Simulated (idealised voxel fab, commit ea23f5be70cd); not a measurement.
Process module heading - voxel transistor to metal
200 nm wide, 5 nm square cells: that's cross-section cut.
The cross-sections in this document take the form of a grid made of square cells. They are written out as bands, in order from top to bottom. Each band consists of one or more rows of cells.
Within each band entry, the heights of the top and of the bottom of the band appear first, in that order and in nm; the materials of the band then follow from left to right, each with its corresponding width in nm. The designation "throughout" on a single material indicates that it fills the band from edge to edge; the designation "air" indicates empty space.
Height 0 is the level under which the wafer as received is all one material. The lowest band goes on downwards, as in "0 and below".
You'd read "30->40" like this: the band's top row of cells is as wide as the first number, its bottom row is as wide as the second, and going down, every row changes width by the same amount as the row before did.
Where a step carries "no change", the cross-section came out of it unchanged, cell for cell.
If an empty space has no open way to the top and is at least 8 cells in size, "Listed closed voids" lists it, written width x height at distance, where distance is measured from the left edge and every value is in nm.
On each step's line, the part that comes after the settings is the simulator's own comment on the step.
What "overlay nm" on a step's line means: if the step has a mask, that mask lay this far to the right of its planned place, or, when the value is negative, to the left.
Process steps - plan:
1. RECEIVE, material Si
2. CONFORMAL_DEP, material SiO2, thk nm 5
3. CONFORMAL_DEP, material SiN, thk nm 10
4. PATTERN, tone cover, mask id ACTIVE, material resist, width nm 120, thk nm 15, overlay nm 0
5. DIRECTIONAL_ETCH, etch materials SiN, depth nm 10
6. DIRECTIONAL_ETCH, etch materials SiO2, depth nm 5
7. DIRECTIONAL_ETCH, etch materials Si, depth nm 20
8. STRIP, etch materials resist
9. OXIDIZE, depth nm 5
10. FILL_DEP, material SiO2, thk nm 10
11. CMP, height nm 15
12. SELECTIVE_ETCH, etch materials SiO2, depth nm 10
13. STRIP, etch materials SiN
14. SELECTIVE_ETCH, etch materials SiO2, depth nm 5
15. OXIDIZE, depth nm 5
16. DIRECTIONAL_DEP, material polySi, thk nm 30
17. DIRECTIONAL_DEP, material SiCN, thk nm 15
18. DIRECTIONAL_DEP, material aC, thk nm 15
19. PATTERN, tone cover, mask id GATE, material resist, width nm 20, thk nm 35, overlay nm 0
20. DIRECTIONAL_ETCH, etch materials aC, depth nm 15
21. STRIP, etch materials resist
22. DIRECTIONAL_ETCH, etch materials SiCN, depth nm 25
23. DIRECTIONAL_ETCH, etch materials polySi, depth nm 40
24. STRIP, etch materials aC
25. CONFORMAL_DEP, material SiO2, thk nm 5
26. DIRECTIONAL_ETCH, etch materials SiO2, depth nm 5
27. CONFORMAL_DEP, material SiN, thk nm 5
28. DIRECTIONAL_ETCH, etch materials SiN, depth nm 5
29. DIRECTIONAL_ETCH, etch materials SiO2, depth nm 5
30. DIRECTIONAL_ETCH, etch materials Si, depth nm 5
31. EPI, material nSi, thk nm 5
32. FILL_DEP, material SiO2, thk nm 5
33. CMP, height nm 45
34. DIRECTIONAL_DEP, material SiO2, thk nm 15
35. DIRECTIONAL_DEP, material aC, thk nm 15
36. PATTERN, tone open, mask id CONTACT, material resist, width nm 20, pitch nm 80, thk nm 30, overlay nm 0
37. DIRECTIONAL_ETCH, etch materials aC, depth nm 15
38. STRIP, etch materials resist
39. DIRECTIONAL_ETCH, etch materials SiO2, depth nm 65
40. STRIP, etch materials aC
41. CONFORMAL_DEP, material TiN, thk nm 5
42. FILL_DEP, material W, thk nm 10
43. CMP, height nm 60
44. DIRECTIONAL_DEP, material TiN, thk nm 5
45. DIRECTIONAL_DEP, material Ru, thk nm 20
46. PATTERN, tone cover, mask id METAL_1, material resist, width nm 20, pitch nm 80, thk nm 20, overlay nm 0
47. DIRECTIONAL_ETCH, etch materials Ru, depth nm 20
48. DIRECTIONAL_ETCH, etch materials TiN, depth nm 5
49. STRIP, etch materials resist
50. FILL_DEP, material lowk, thk nm 10
51. CMP, height nm 85
52. CONFORMAL_DEP, material SiCN, thk nm 5
Cross-section of the wafer at receipt, which is the condition after step 1:
* 0 and below = Si throughout
* Listed closed voids: none
Final cross-section, module run with one mistake (start and plan as above):
* 90 down to 85 = SiCN throughout
* 85 down to 65 = 50 lowk | 20 Ru | 60 lowk | 20 Ru | 50 lowk
* 65 down to 60 = 50 lowk | 20 TiN | 60 lowk | 20 TiN | 50 lowk
* 60 down to 45 = 50 SiO2 | 5 TiN | 10 W | 5 TiN | 60 SiO2 | 5 TiN | 10 W | 5 TiN | 50 SiO2
* 45 down to 30 = 50 SiO2 | 5 TiN | 10 W | 5 TiN | 10 SiO2 | 5 SiN | 5 SiO2 | 20 SiCN | 5 SiO2 | 5 SiN | 10 SiO2 | 5 TiN | 10 W | 5 TiN | 50 SiO2
* 30 down to 0 = 50 SiO2 | 5 TiN | 10 W | 5 TiN | 10 SiO2 | 5 SiN | 5 SiO2 | 20 polySi | 5 SiO2 | 5 SiN | 10 SiO2 | 5 TiN | 10 W | 5 TiN | 50 SiO2
* 0 down to -5 = 30 SiO2 | 10 SiN | 10 SiO2 | 20 TiN | 5 SiO2 | 5 nSi | 40 SiO2 | 5 nSi | 5 SiO2 | 20 TiN | 10 SiO2 | 10 SiN | 30 SiO2
* -5 down to -10 = 30 SiO2 | 10 SiN | 10 SiO2 | 30 nSi | 40 Si | 30 nSi | 10 SiO2 | 10 SiN | 30 SiO2
* -10 down to -15 = 50 SiO2 | 100 Si | 50 SiO2
* -15 down to -25 = 45 SiO2 | 110 Si | 45 SiO2
* -25 and below = Si throughout
* Listed closed voids: none
In executing the process, a mistake was made relative to the plan: sequence error: steps 12 and 13 interchanged
